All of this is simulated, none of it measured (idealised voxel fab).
The following is a process module called voxel released beams.
Cross-sectional view cut (width: 295 nm; square cell size: 5 nm).
Cross-section, as written here: a square-cell grid given band by band from the top down, where a band holds one or more rows of cells. In this notation a band is specified by the heights of its top and bottom, in that order and in nm, after which its materials appear from left to right, each paired with its width in nm. The word "all across" attached to a single material means that material fills the band from edge to edge; the word "air" stands for empty space. For the purposes of this specification, 0 denotes the height below which the wafer in its as-received condition is composed wholly of one material, and the lowermost band, lacking a lower limit, extends downward without end, as expressed in "0 -> down". Think of "30..40" as a width that walks from the first number to the second as you go down the band, top row to bottom row, taking equal-sized steps from row to row. It should be understood that the words "remained unchanged", when stated for a given step, signify that the cross-section underwent no change in any of its cells during that step. Under "Voids, sealed" you'll find the enclosed gaps, the ones with no way out to the top, that are 8 cells or bigger; each reads width x height at distance, with distance counted from the left edge, everything in nm. Anything after a step's settings on that line? It's the simulator's own note about the step. "overlay nm" answers the question of how far to the right of plan the mask lay on a step that has a mask, and when it is negative the answer is to the left. Every pair from here on: before one process step, after it. The after cross-section reaches only to the lowest band that changed. Below the pair: the step in between and its settings. Pairs can belong to different runs of this module on the same starting wafer; a pair carries on from the pair above only if the entry headed "Pre-step view" says so.
-- Pre-step view
* 0 -> down | Si all across
* Voids, sealed: none
-- Step Result
* 10 -> 0 | Al2O3 all across
* Below a height of 0, the structure has not been altered.
* Voids, sealed: none
Intermediate step for the cross-sections above: CONFORMAL_DEP | material Al2O3 | thk nm 10
Pre-step view: It is represented by the cross-section appearing after the step of the pair directly above.
-- Step Result
* 25 -> 10 | SiO2 all across
* Below a height of 10, the structure has not been altered.
* Voids, sealed: none
Intermediate step for the cross-sections above: DIRECTIONAL_DEP | material SiO2 | thk nm 15
Pre-step view: It is represented by the cross-section appearing after the step of the pair directly above.
-- Step Result
* 45 -> 25 | resist 90 nm, air 35 nm, resist 170 nm
* Below a height of 25, the structure has not been altered.
* Voids, sealed: none
Intermediate step for the cross-sections above: PATTERN | tone open | mask id ANCHOR | material resist | width nm 35 | thk nm 20 | overlay nm 0
Pre-step view: It is represented by the cross-section appearing after the step of the pair directly above.
-- Step Result
* 45 -> 25 | resist 90 nm, air 35 nm, resist 170 nm
* 25 -> 10 | SiO2 90 nm, air 35 nm, SiO2 170 nm
* Below a height of 10, the structure has not been altered.
* Voids, sealed: none
Intermediate step for the cross-sections above: DIRECTIONAL_ETCH | etch materials SiO2 | depth nm 15
Pre-step view: It is represented by the cross-section appearing after the step of the pair directly above.
-- Step Result
* 25 -> 10 | SiO2 90 nm, air 35 nm, SiO2 170 nm
* Below a height of 10, the structure has not been altered.
* Voids, sealed: none
Intermediate step for the cross-sections above: STRIP | etch materials resist
Pre-step view: It is represented by the cross-section appearing after the step of the pair directly above.
-- Step Result
* 40 -> 25 | SiN 105 nm, air 5 nm, SiN 185 nm
* 25 -> 10 | SiO2 90 nm, SiN 35 nm, SiO2 170 nm
* Below a height of 10, the structure has not been altered.
* Voids, sealed: none
Intermediate step for the cross-sections above: CONFORMAL_DEP | material SiN | thk nm 15
Pre-step view: It is represented by the cross-section appearing after the step of the pair directly above.
-- Step Result
* 55 -> 40 | aC 105 nm, air 5 nm, aC 185 nm
* 40 -> 25 | SiN 105 nm, aC 5 nm, SiN 185 nm
* Below a height of 25, the structure has not been altered.
* Voids, sealed: none
Intermediate step for the cross-sections above: DIRECTIONAL_DEP | material aC | thk nm 15
Pre-step view: It is represented by the cross-section appearing after the step of the pair directly above.
-- Step Result
* 85 -> 55 | air 85 nm, resist 115 nm, air 95 nm
* 55 -> 40 | aC 105 nm, resist 5 nm, aC 185 nm
* Below a height of 40, the structure has not been altered.
* Voids, sealed: none
Intermediate step for the cross-sections above: PATTERN | tone cover | mask id BEAM | material resist | width nm 115 | thk nm 30 | overlay nm 0
Pre-step view: It is represented by the cross-section appearing after the step of the pair directly above.
-- Step Result
* 70 -> 55 | air 85 nm, resist 115 nm, air 95 nm
* 55 -> 40 | air 85 nm, aC 20 nm, resist 5 nm, aC 90 nm, air 95 nm
* Below a height of 40, the structure has not been altered.
* Voids, sealed: none
Intermediate step for the cross-sections above: DIRECTIONAL_ETCH | etch materials aC | depth nm 15
Pre-step view: It is represented by the cross-section appearing after the step of the pair directly above.
-- Step Result
* 55 -> 40 | air 85 nm, aC 20 nm, air 5 nm, aC 90 nm, air 95 nm
* Below a height of 40, the structure has not been altered.
* Voids, sealed: none
Intermediate step for the cross-sections above: STRIP | etch materials resist
Pre-step view: It is represented by the cross-section appearing after the step of the pair directly above.
-- Step Result
* 55 -> 40 | air 85 nm, aC 20 nm, air 5 nm, aC 90 nm, air 95 nm
* 40 -> 25 | air 85 nm, SiN 20 nm, aC 5 nm, SiN 90 nm, air 95 nm
* Below a height of 25, the structure has not been altered.
* Voids, sealed: none
Intermediate step for the cross-sections above: DIRECTIONAL_ETCH | etch materials SiN | depth nm 15
Pre-step view: It is represented by the cross-section appearing after the step of the pair directly above.
-- Step Result
* 40 -> 25 | air 85 nm, SiN 20 nm, air 5 nm, SiN 90 nm, air 95 nm
* Below a height of 25, the structure has not been altered.
* Voids, sealed: none
Intermediate step for the cross-sections above: STRIP | etch materials aC
Pre-step view: It is represented by the cross-section appearing after the step of the pair directly above.
-- Step Result
* 40 -> 25 | air 85 nm, SiN 20 nm, air 5 nm, SiN 90 nm, air 95 nm
* 25 -> 10 | air 90 nm, SiN 35 nm, air 170 nm
* Below a height of 10, the structure has not been altered.
* Voids, sealed: none
Intermediate step for the cross-sections above: STRIP | etch materials SiO2
-- Pre-step view
* 0 -> down | Si all across
* Voids, sealed: none
-- Step Result
* 15 -> 0 | SiO2 all across
* Below a height of 0, the structure has not been altered.
* Voids, sealed: none
Intermediate step for the cross-sections above: DIRECTIONAL_DEP | material SiO2 | thk nm 15
Pre-step view: It is represented by the cross-section appearing after the step of the pair directly above.
-- Step Result
* 35 -> 15 | resist 90 nm, air 35 nm, resist 170 nm
* Below a height of 15, the structure has not been altered.
* Voids, sealed: none
Intermediate step for the cross-sections above: PATTERN | tone open | mask id ANCHOR | material resist | width nm 35 | thk nm 20 | overlay nm 0
Pre-step view: It is represented by the cross-section appearing after the step of the pair directly above.
-- Step Result
* 35 -> 15 | resist 90 nm, air 35 nm, resist 170 nm
* 15 -> 0 | SiO2 90 nm, air 35 nm, SiO2 170 nm
* Below a height of 0, the structure has not been altered.
* Voids, sealed: none
Intermediate step for the cross-sections above: DIRECTIONAL_ETCH | etch materials SiO2 | depth nm 15
Pre-step view: It is represented by the cross-section appearing after the step of the pair directly above.
-- Step Result
* 15 -> 0 | SiO2 90 nm, air 35 nm, SiO2 170 nm
* Below a height of 0, the structure has not been altered.
* Voids, sealed: none
Intermediate step for the cross-sections above: STRIP | etch materials resist
Pre-step view: It is represented by the cross-section appearing after the step of the pair directly above.
-- Step Result
* 30 -> 15 | SiN 105 nm, air 5 nm, SiN 185 nm
* 15 -> 0 | SiO2 90 nm, SiN 35 nm, SiO2 170 nm
* Below a height of 0, the structure has not been altered.
* Voids, sealed: none
Intermediate step for the cross-sections above: CONFORMAL_DEP | material SiN | thk nm 15
Pre-step view: It is represented by the cross-section appearing after the step of the pair directly above.
-- Step Result
* 45 -> 30 | aC 105 nm, air 5 nm, aC 185 nm
* 30 -> 15 | SiN 105 nm, aC 5 nm, SiN 185 nm
* Below a height of 15, the structure has not been altered.
* Voids, sealed: none
Intermediate step for the cross-sections above: DIRECTIONAL_DEP | material aC | thk nm 15
Pre-step view: It is represented by the cross-section appearing after the step of the pair directly above.
-- Step Result
* 75 -> 45 | air 85 nm, resist 115 nm, air 95 nm
* 45 -> 30 | aC 105 nm, resist 5 nm, aC 185 nm
* Below a height of 30, the structure has not been altered.
* Voids, sealed: none
Intermediate step for the cross-sections above: PATTERN | tone cover | mask id BEAM | material resist | width nm 115 | thk nm 30 | overlay nm 0
Pre-step view: It is represented by the cross-section appearing after the step of the pair directly above.
-- Step Result
* 60 -> 45 | air 85 nm, resist 115 nm, air 95 nm
* 45 -> 30 | air 85 nm, aC 20 nm, resist 5 nm, aC 90 nm, air 95 nm
* Below a height of 30, the structure has not been altered.
* Voids, sealed: none
Intermediate step for the cross-sections above: DIRECTIONAL_ETCH | etch materials aC | depth nm 15
Pre-step view: It is represented by the cross-section appearing after the step of the pair directly above.
-- Step Result
* 45 -> 30 | air 85 nm, aC 20 nm, air 5 nm, aC 90 nm, air 95 nm
* Below a height of 30, the structure has not been altered.
* Voids, sealed: none
Intermediate step for the cross-sections above: STRIP | etch materials resist
Pre-step view: It is represented by the cross-section appearing after the step of the pair directly above.
-- Step Result
* 45 -> 30 | air 85 nm, aC 20 nm, air 5 nm, aC 90 nm, air 95 nm
* 30 -> 15 | air 85 nm, SiN 20 nm, aC 5 nm, SiN 90 nm, air 95 nm
* Below a height of 15, the structure has not been altered.
* Voids, sealed: none
Intermediate step for the cross-sections above: DIRECTIONAL_ETCH | etch materials SiN | depth nm 15
Pre-step view: It is represented by the cross-section appearing after the step of the pair directly above.
-- Step Result
* 30 -> 15 | air 85 nm, SiN 20 nm, air 5 nm, SiN 90 nm, air 95 nm
* Below a height of 15, the structure has not been altered.
* Voids, sealed: none
Intermediate step for the cross-sections above: STRIP | etch materials aC
Pre-step view: It is represented by the cross-section appearing after the step of the pair directly above.
-- Step Result
* 30 -> 15 | air 85 nm, SiN 20 nm, air 5 nm, SiN 90 nm, air 95 nm
* 15 -> 0 | air 90 nm, SiN 35 nm, air 170 nm
* Below a height of 0, the structure has not been altered.
* Voids, sealed: none
Intermediate step for the cross-sections above: STRIP | etch materials SiO2
-- Pre-step view
* 40 -> 25 | SiN 105 nm, air 5 nm, SiN 185 nm
* 25 -> 10 | SiO2 90 nm, SiN 35 nm, SiO2 170 nm
* 10 -> 0 | Al2O3 all across
* 0 -> down | Si all across
* Voids, sealed: none
-- Step Result
* 55 -> 25 | SiN all across
* Below a height of 25, the structure has not been altered.
* Voids, sealed: none
Intermediate step for the cross-sections above: CONFORMAL_DEP | material SiN | thk nm 15
Pre-step view: It is represented by the cross-section appearing after the step of the pair directly above.
-- Step Result
* 70 -> 55 | aC all across
* Below a height of 55, the structure has not been altered.
* Voids, sealed: none
Intermediate step for the cross-sections above: DIRECTIONAL_DEP | material aC | thk nm 15
Pre-step view: It is represented by the cross-section appearing after the step of the pair directly above.
-- Step Result
* 100 -> 70 | air 85 nm, resist 115 nm, air 95 nm
* Below a height of 70, the structure has not been altered.
* Voids, sealed: none
Intermediate step for the cross-sections above: PATTERN | tone cover | mask id BEAM | material resist | width nm 115 | thk nm 30 | overlay nm 0
Pre-step view: It is represented by the cross-section appearing after the step of the pair directly above.
-- Step Result
* 85 -> 70 | air 85 nm, resist 115 nm, air 95 nm
* 70 -> 55 | air 85 nm, aC 115 nm, air 95 nm
* Below a height of 55, the structure has not been altered.
* Voids, sealed: none
Intermediate step for the cross-sections above: DIRECTIONAL_ETCH | etch materials aC | depth nm 15
Pre-step view: It is represented by the cross-section appearing after the step of the pair directly above.
-- Step Result
* 70 -> 55 | air 85 nm, aC 115 nm, air 95 nm
* Below a height of 55, the structure has not been altered.
* Voids, sealed: none
Intermediate step for the cross-sections above: STRIP | etch materials resist
Pre-step view: It is represented by the cross-section appearing after the step of the pair directly above.
-- Step Result
* 70 -> 55 | air 85 nm, aC 115 nm, air 95 nm
* 55 -> 40 | air 85 nm, SiN 115 nm, air 95 nm
* Below a height of 40, the structure has not been altered.
* Voids, sealed: none
Intermediate step for the cross-sections above: DIRECTIONAL_ETCH | etch materials SiN | depth nm 15
Pre-step view: It is represented by the cross-section appearing after the step of the pair directly above.
-- Step Result
* 55 -> 40 | air 85 nm, SiN 115 nm, air 95 nm
* Below a height of 40, the structure has not been altered.
* Voids, sealed: none
Intermediate step for the cross-sections above: STRIP | etch materials aC
-- Pre-step view
* 15 -> 0 | SiO2 all across
* 0 -> down | Si all across
* Voids, sealed: none
-- Step Result
* 25 -> 15 | Al2O3 all across
* Below a height of 15, the structure has not been altered.
* Voids, sealed: none
Intermediate step for the cross-sections above: CONFORMAL_DEP | material Al2O3 | thk nm 10
Pre-step view: It is represented by the cross-section appearing after the step of the pair directly above.
-- Step Result
* 45 -> 25 | resist 90 nm, air 35 nm, resist 170 nm
* Below a height of 25, the structure has not been altered.
* Voids, sealed: none
Intermediate step for the cross-sections above: PATTERN | tone open | mask id ANCHOR | material resist | width nm 35 | thk nm 20 | overlay nm 0
Pre-step view: It is represented by the cross-section appearing after the step of the pair directly above.
-- Step Result
* 25 -> 15 | Al2O3 all across
* Below a height of 15, the structure has not been altered.
* Voids, sealed: none
Intermediate step for the cross-sections above: STRIP | etch materials resist
Pre-step view: It is represented by the cross-section appearing after the step of the pair directly above.
-- Step Result
* 40 -> 25 | SiN all across
* Below a height of 25, the structure has not been altered.
* Voids, sealed: none
Intermediate step for the cross-sections above: CONFORMAL_DEP | material SiN | thk nm 15
Pre-step view: It is represented by the cross-section appearing after the step of the pair directly above.
-- Step Result
* 55 -> 40 | aC all across
* Below a height of 40, the structure has not been altered.
* Voids, sealed: none
Intermediate step for the cross-sections above: DIRECTIONAL_DEP | material aC | thk nm 15
Pre-step view: It is represented by the cross-section appearing after the step of the pair directly above.
-- Step Result
* 85 -> 55 | air 85 nm, resist 115 nm, air 95 nm
* Below a height of 55, the structure has not been altered.
* Voids, sealed: none
Intermediate step for the cross-sections above: PATTERN | tone cover | mask id BEAM | material resist | width nm 115 | thk nm 30 | overlay nm 0
Pre-step view: It is represented by the cross-section appearing after the step of the pair directly above.
-- Step Result
* 70 -> 55 | air 85 nm, resist 115 nm, air 95 nm
* 55 -> 40 | air 85 nm, aC 115 nm, air 95 nm
* Below a height of 40, the structure has not been altered.
* Voids, sealed: none
Intermediate step for the cross-sections above: DIRECTIONAL_ETCH | etch materials aC | depth nm 15
Pre-step view: It is represented by the cross-section appearing after the step of the pair directly above.
-- Step Result
* 55 -> 40 | air 85 nm, aC 115 nm, air 95 nm
* Below a height of 40, the structure has not been altered.
* Voids, sealed: none
Intermediate step for the cross-sections above: STRIP | etch materials resist
Pre-step view: It is represented by the cross-section appearing after the step of the pair directly above.
-- Step Result
* 55 -> 40 | air 85 nm, aC 115 nm, air 95 nm
* 40 -> 25 | air 85 nm, SiN 115 nm, air 95 nm
* Below a height of 25, the structure has not been altered.
* Voids, sealed: none
Intermediate step for the cross-sections above: DIRECTIONAL_ETCH | etch materials SiN | depth nm 15
Pre-step view: It is represented by the cross-section appearing after the step of the pair directly above.
-- Step Result
* 40 -> 25 | air 85 nm, SiN 115 nm, air 95 nm
* Below a height of 25, the structure has not been altered.
* Voids, sealed: none
Intermediate step for the cross-sections above: STRIP | etch materials aC
-- Pre-step view
* 0 -> down | Si all across
* Voids, sealed: none
-- Step Result
* 15 -> 0 | Al2O3 all across
* Below a height of 0, the structure has not been altered.
* Voids, sealed: none
Intermediate step for the cross-sections above: CONFORMAL_DEP | material Al2O3 | thk nm 15
Pre-step view: It is represented by the cross-section appearing after the step of the pair directly above.
-- Step Result
* 30 -> 15 | SiO2 all across
* Below a height of 15, the structure has not been altered.
* Voids, sealed: none
Intermediate step for the cross-sections above: DIRECTIONAL_DEP | material SiO2 | thk nm 15
Pre-step view: It is represented by the cross-section appearing after the step of the pair directly above.
-- Step Result
* 50 -> 30 | resist 90 nm, air 35 nm, resist 170 nm
* Below a height of 30, the structure has not been altered.
* Voids, sealed: none
Intermediate step for the cross-sections above: PATTERN | tone open | mask id ANCHOR | material resist | width nm 35 | thk nm 20 | overlay nm 0
Pre-step view: It is represented by the cross-section appearing after the step of the pair directly above.
-- Step Result
* 50 -> 30 | resist 90 nm, air 35 nm, resist 170 nm
* 30 -> 15 | SiO2 90 nm, air 35 nm, SiO2 170 nm
* Below a height of 15, the structure has not been altered.
* Voids, sealed: none
Intermediate step for the cross-sections above: DIRECTIONAL_ETCH | etch materials SiO2 | depth nm 15
Pre-step view: It is represented by the cross-section appearing after the step of the pair directly above.
-- Step Result
* 30 -> 15 | SiO2 90 nm, air 35 nm, SiO2 170 nm
* Below a height of 15, the structure has not been altered.
* Voids, sealed: none
Intermediate step for the cross-sections above: STRIP | etch materials resist
Pre-step view: It is represented by the cross-section appearing after the step of the pair directly above.
-- Step Result
* 45 -> 30 | SiN 105 nm, air 5 nm, SiN 185 nm
* 30 -> 15 | SiO2 90 nm, SiN 35 nm, SiO2 170 nm
* Below a height of 15, the structure has not been altered.
* Voids, sealed: none
Intermediate step for the cross-sections above: CONFORMAL_DEP | material SiN | thk nm 15
Pre-step view: It is represented by the cross-section appearing after the step of the pair directly above.
-- Step Result
* 60 -> 45 | aC 105 nm, air 5 nm, aC 185 nm
* 45 -> 30 | SiN 105 nm, aC 5 nm, SiN 185 nm
* Below a height of 30, the structure has not been altered.
* Voids, sealed: none
Intermediate step for the cross-sections above: DIRECTIONAL_DEP | material aC | thk nm 15
Pre-step view: It is represented by the cross-section appearing after the step of the pair directly above.
-- Step Result
* 90 -> 60 | air 85 nm, resist 115 nm, air 95 nm
* 60 -> 45 | aC 105 nm, resist 5 nm, aC 185 nm
* Below a height of 45, the structure has not been altered.
* Voids, sealed: none
Intermediate step for the cross-sections above: PATTERN | tone cover | mask id BEAM | material resist | width nm 115 | thk nm 30 | overlay nm 0
Pre-step view: It is represented by the cross-section appearing after the step of the pair directly above.
-- Step Result
* 75 -> 60 | air 85 nm, resist 115 nm, air 95 nm
* 60 -> 45 | air 85 nm, aC 20 nm, resist 5 nm, aC 90 nm, air 95 nm
* Below a height of 45, the structure has not been altered.
* Voids, sealed: none
Intermediate step for the cross-sections above: DIRECTIONAL_ETCH | etch materials aC | depth nm 15
Pre-step view: It is represented by the cross-section appearing after the step of the pair directly above.
-- Step Result
* 60 -> 45 | air 85 nm, aC 20 nm, air 5 nm, aC 90 nm, air 95 nm
* Below a height of 45, the structure has not been altered.
* Voids, sealed: none
Intermediate step for the cross-sections above: STRIP | etch materials resist
Pre-step view: It is represented by the cross-section appearing after the step of the pair directly above.
-- Step Result
* 60 -> 45 | air 85 nm, aC 20 nm, air 5 nm, aC 90 nm, air 95 nm
* 45 -> 30 | air 85 nm, SiN 20 nm, aC 5 nm, SiN 90 nm, air 95 nm
* Below a height of 30, the structure has not been altered.
* Voids, sealed: none
Intermediate step for the cross-sections above: DIRECTIONAL_ETCH | etch materials SiN | depth nm 15
Pre-step view: It is represented by the cross-section appearing after the step of the pair directly above.
-- Step Result
* 45 -> 30 | air 85 nm, SiN 20 nm, air 5 nm, SiN 90 nm, air 95 nm
* Below a height of 30, the structure has not been altered.
* Voids, sealed: none
Intermediate step for the cross-sections above: STRIP | etch materials aC
Pre-step view: It is represented by the cross-section appearing after the step of the pair directly above.
-- Step Result
* 45 -> 30 | air 85 nm, SiN 20 nm, air 5 nm, SiN 90 nm, air 95 nm
* 30 -> 15 | air 90 nm, SiN 35 nm, air 170 nm
* Below a height of 15, the structure has not been altered.
* Voids, sealed: none
Intermediate step for the cross-sections above: STRIP | etch materials SiO2
-- Pre-step view
* 25 -> 10 | SiO2 all across
* 10 -> 0 | Al2O3 all across
* 0 -> down | Si all across
* Voids, sealed: none
-- Step Result
* 45 -> 25 | resist 85 nm, air 45 nm, resist 165 nm
* Below a height of 25, the structure has not been altered.
* Voids, sealed: none
Intermediate step for the cross-sections above: PATTERN | tone open | mask id ANCHOR | material resist | width nm 45 | thk nm 20 | overlay nm 0
Pre-step view: It is represented by the cross-section appearing after the step of the pair directly above.
-- Step Result
* 45 -> 25 | resist 85 nm, air 45 nm, resist 165 nm
* 25 -> 10 | SiO2 85 nm, air 45 nm, SiO2 165 nm
* Below a height of 10, the structure has not been altered.
* Voids, sealed: none
Intermediate step for the cross-sections above: DIRECTIONAL_ETCH | etch materials SiO2 | depth nm 15
Pre-step view: It is represented by the cross-section appearing after the step of the pair directly above.
-- Step Result
* 25 -> 10 | SiO2 85 nm, air 45 nm, SiO2 165 nm
* Below a height of 10, the structure has not been altered.
* Voids, sealed: none
Intermediate step for the cross-sections above: STRIP | etch materials resist
Pre-step view: It is represented by the cross-section appearing after the step of the pair directly above.
-- Step Result
* 40 -> 25 | SiN 100 nm, air 15 nm, SiN 180 nm
* 25 -> 10 | SiO2 85 nm, SiN 45 nm, SiO2 165 nm
* Below a height of 10, the structure has not been altered.
* Voids, sealed: none
Intermediate step for the cross-sections above: CONFORMAL_DEP | material SiN | thk nm 15
Pre-step view: It is represented by the cross-section appearing after the step of the pair directly above.
-- Step Result
* 55 -> 40 | aC 100 nm, air 15 nm, aC 180 nm
* 40 -> 25 | SiN 100 nm, aC 15 nm, SiN 180 nm
* Below a height of 25, the structure has not been altered.
* Voids, sealed: none
Intermediate step for the cross-sections above: DIRECTIONAL_DEP | material aC | thk nm 15
Pre-step view: It is represented by the cross-section appearing after the step of the pair directly above.
-- Step Result
* 85 -> 55 | air 85 nm, resist 115 nm, air 95 nm
* 55 -> 40 | aC 100 nm, resist 15 nm, aC 180 nm
* Below a height of 40, the structure has not been altered.
* Voids, sealed: none
Intermediate step for the cross-sections above: PATTERN | tone cover | mask id BEAM | material resist | width nm 115 | thk nm 30 | overlay nm 0
Pre-step view: It is represented by the cross-section appearing after the step of the pair directly above.
-- Step Result
* 70 -> 55 | air 85 nm, resist 115 nm, air 95 nm
* 55 -> 40 | air 85 nm, aC 15 nm, resist 15 nm, aC 85 nm, air 95 nm
* Below a height of 40, the structure has not been altered.
* Voids, sealed: none
Intermediate step for the cross-sections above: DIRECTIONAL_ETCH | etch materials aC | depth nm 15
Pre-step view: It is represented by the cross-section appearing after the step of the pair directly above.
-- Step Result
* 55 -> 40 | air 85 nm, aC 15 nm, air 15 nm, aC 85 nm, air 95 nm
* Below a height of 40, the structure has not been altered.
* Voids, sealed: none
Intermediate step for the cross-sections above: STRIP | etch materials resist
Pre-step view: It is represented by the cross-section appearing after the step of the pair directly above.
-- Step Result
* 55 -> 40 | air 85 nm, aC 15 nm, air 15 nm, aC 85 nm, air 95 nm
* 40 -> 25 | air 85 nm, SiN 15 nm, aC 15 nm, SiN 85 nm, air 95 nm
* Below a height of 25, the structure has not been altered.
* Voids, sealed: none
Intermediate step for the cross-sections above: DIRECTIONAL_ETCH | etch materials SiN | depth nm 15
Pre-step view: It is represented by the cross-section appearing after the step of the pair directly above.
-- Step Result
* 40 -> 25 | air 85 nm, SiN 15 nm, air 15 nm, SiN 85 nm, air 95 nm
* Below a height of 25, the structure has not been altered.
* Voids, sealed: none
Intermediate step for the cross-sections above: STRIP | etch materials aC
Pre-step view: It is represented by the cross-section appearing after the step of the pair directly above.
-- Step Result
* 40 -> 25 | air 85 nm, SiN 15 nm, air 15 nm, SiN 85 nm, air 95 nm
* 25 -> 10 | air 85 nm, SiN 45 nm, air 165 nm
* Below a height of 10, the structure has not been altered.
* Voids, sealed: none
Intermediate step for the cross-sections above: STRIP | etch materials SiO2
-- Pre-step view
* 25 -> 10 | SiO2 all across
* 10 -> 0 | Al2O3 all across
* 0 -> down | Si all across
* Voids, sealed: none
-- Step Result
* 45 -> 25 | resist 80 nm, air 35 nm, resist 180 nm
* Below a height of 25, the structure has not been altered.
* Voids, sealed: none
Intermediate step for the cross-sections above: PATTERN | tone open | mask id ANCHOR | material resist | width nm 35 | thk nm 20 | overlay nm -10
Pre-step view: It is represented by the cross-section appearing after the step of the pair directly above.
-- Step Result
* 45 -> 25 | resist 80 nm, air 35 nm, resist 180 nm
* 25 -> 10 | SiO2 80 nm, air 35 nm, SiO2 180 nm
* Below a height of 10, the structure has not been altered.
* Voids, sealed: none
Intermediate step for the cross-sections above: DIRECTIONAL_ETCH | etch materials SiO2 | depth nm 15
Pre-step view: It is represented by the cross-section appearing after the step of the pair directly above.
-- Step Result
* 25 -> 10 | SiO2 80 nm, air 35 nm, SiO2 180 nm
* Below a height of 10, the structure has not been altered.
* Voids, sealed: none
Intermediate step for the cross-sections above: STRIP | etch materials resist
Pre-step view: It is represented by the cross-section appearing after the step of the pair directly above.
-- Step Result
* 40 -> 25 | SiN 95 nm, air 5 nm, SiN 195 nm
* 25 -> 10 | SiO2 80 nm, SiN 35 nm, SiO2 180 nm
* Below a height of 10, the structure has not been altered.
* Voids, sealed: none
Intermediate step for the cross-sections above: CONFORMAL_DEP | material SiN | thk nm 15
Pre-step view: It is represented by the cross-section appearing after the step of the pair directly above.
-- Step Result
* 55 -> 40 | aC 95 nm, air 5 nm, aC 195 nm
* 40 -> 25 | SiN 95 nm, aC 5 nm, SiN 195 nm
* Below a height of 25, the structure has not been altered.
* Voids, sealed: none
Intermediate step for the cross-sections above: DIRECTIONAL_DEP | material aC | thk nm 15
Pre-step view: It is represented by the cross-section appearing after the step of the pair directly above.
-- Step Result
* 85 -> 55 | air 85 nm, resist 115 nm, air 95 nm
* 55 -> 40 | aC 95 nm, resist 5 nm, aC 195 nm
* Below a height of 40, the structure has not been altered.
* Voids, sealed: none
Intermediate step for the cross-sections above: PATTERN | tone cover | mask id BEAM | material resist | width nm 115 | thk nm 30 | overlay nm 0
Pre-step view: It is represented by the cross-section appearing after the step of the pair directly above.
-- Step Result
* 70 -> 55 | air 85 nm, resist 115 nm, air 95 nm
* 55 -> 40 | air 85 nm, aC 10 nm, resist 5 nm, aC 100 nm, air 95 nm
* Below a height of 40, the structure has not been altered.
* Voids, sealed: none
Intermediate step for the cross-sections above: DIRECTIONAL_ETCH | etch materials aC | depth nm 15
Pre-step view: It is represented by the cross-section appearing after the step of the pair directly above.
-- Step Result
* 55 -> 40 | air 85 nm, aC 10 nm, air 5 nm, aC 100 nm, air 95 nm
* Below a height of 40, the structure has not been altered.
* Voids, sealed: none
Intermediate step for the cross-sections above: STRIP | etch materials resist
Pre-step view: It is represented by the cross-section appearing after the step of the pair directly above.
-- Step Result
* 55 -> 40 | air 85 nm, aC 10 nm, air 5 nm, aC 100 nm, air 95 nm
* 40 -> 25 | air 85 nm, SiN 10 nm, aC 5 nm, SiN 100 nm, air 95 nm
* Below a height of 25, the structure has not been altered.
* Voids, sealed: none
Intermediate step for the cross-sections above: DIRECTIONAL_ETCH | etch materials SiN | depth nm 15
Pre-step view: It is represented by the cross-section appearing after the step of the pair directly above.
-- Step Result
* 40 -> 25 | air 85 nm, SiN 10 nm, air 5 nm, SiN 100 nm, air 95 nm
* Below a height of 25, the structure has not been altered.
* Voids, sealed: none
Intermediate step for the cross-sections above: STRIP | etch materials aC
Pre-step view: It is represented by the cross-section appearing after the step of the pair directly above.
-- Step Result
* 40 -> 25 | air 85 nm, SiN 10 nm, air 5 nm, SiN 100 nm, air 95 nm
* 25 -> 10 | air 80 nm, SiN 35 nm, air 180 nm
* Below a height of 10, the structure has not been altered.
* Voids, sealed: none
Intermediate step for the cross-sections above: STRIP | etch materials SiO2
-- Pre-step view
* 0 -> down | Si all across
* Voids, sealed: none
-- Step Result
* 10 -> 0 | SiO2 all across
* Below a height of 0, the structure has not been altered.
* Voids, sealed: none
Intermediate step for the cross-sections above: CONFORMAL_DEP | material SiO2 | thk nm 10
Pre-step view: It is represented by the cross-section appearing after the step of the pair directly above.
-- Step Result
* 25 -> 0 | SiO2 all across
* Below a height of 0, the structure has not been altered.
* Voids, sealed: none
Intermediate step for the cross-sections above: DIRECTIONAL_DEP | material SiO2 | thk nm 15
Pre-step view: It is represented by the cross-section appearing after the step of the pair directly above.
-- Step Result
* 45 -> 25 | resist 90 nm, air 35 nm, resist 170 nm
* Below a height of 25, the structure has not been altered.
* Voids, sealed: none
Intermediate step for the cross-sections above: PATTERN | tone open | mask id ANCHOR | material resist | width nm 35 | thk nm 20 | overlay nm 0
Pre-step view: It is represented by the cross-section appearing after the step of the pair directly above.
-- Step Result
* 45 -> 25 | resist 90 nm, air 35 nm, resist 170 nm
* 25 -> 10 | SiO2 90 nm, air 35 nm, SiO2 170 nm
* Below a height of 10, the structure has not been altered.
* Voids, sealed: none
Intermediate step for the cross-sections above: DIRECTIONAL_ETCH | etch materials SiO2 | depth nm 15
Pre-step view: It is represented by the cross-section appearing after the step of the pair directly above.
-- Step Result
* 25 -> 10 | SiO2 90 nm, air 35 nm, SiO2 170 nm
* Below a height of 10, the structure has not been altered.
* Voids, sealed: none
Intermediate step for the cross-sections above: STRIP | etch materials resist
Pre-step view: It is represented by the cross-section appearing after the step of the pair directly above.
-- Step Result
* 40 -> 25 | SiN 105 nm, air 5 nm, SiN 185 nm
* 25 -> 10 | SiO2 90 nm, SiN 35 nm, SiO2 170 nm
* Below a height of 10, the structure has not been altered.
* Voids, sealed: none
Intermediate step for the cross-sections above: CONFORMAL_DEP | material SiN | thk nm 15
Pre-step view: It is represented by the cross-section appearing after the step of the pair directly above.
-- Step Result
* 55 -> 40 | aC 105 nm, air 5 nm, aC 185 nm
* 40 -> 25 | SiN 105 nm, aC 5 nm, SiN 185 nm
* Below a height of 25, the structure has not been altered.
* Voids, sealed: none
Intermediate step for the cross-sections above: DIRECTIONAL_DEP | material aC | thk nm 15
Pre-step view: It is represented by the cross-section appearing after the step of the pair directly above.
-- Step Result
* 85 -> 55 | air 85 nm, resist 115 nm, air 95 nm
* 55 -> 40 | aC 105 nm, resist 5 nm, aC 185 nm
* Below a height of 40, the structure has not been altered.
* Voids, sealed: none
Intermediate step for the cross-sections above: PATTERN | tone cover | mask id BEAM | material resist | width nm 115 | thk nm 30 | overlay nm 0
Pre-step view: It is represented by the cross-section appearing after the step of the pair directly above.
-- Step Result
* 70 -> 55 | air 85 nm, resist 115 nm, air 95 nm
* 55 -> 40 | air 85 nm, aC 20 nm, resist 5 nm, aC 90 nm, air 95 nm
* Below a height of 40, the structure has not been altered.
* Voids, sealed: none
Intermediate step for the cross-sections above: DIRECTIONAL_ETCH | etch materials aC | depth nm 15
Pre-step view: It is represented by the cross-section appearing after the step of the pair directly above.
-- Step Result
* 55 -> 40 | air 85 nm, aC 20 nm, air 5 nm, aC 90 nm, air 95 nm
* Below a height of 40, the structure has not been altered.
* Voids, sealed: none
Intermediate step for the cross-sections above: STRIP | etch materials resist
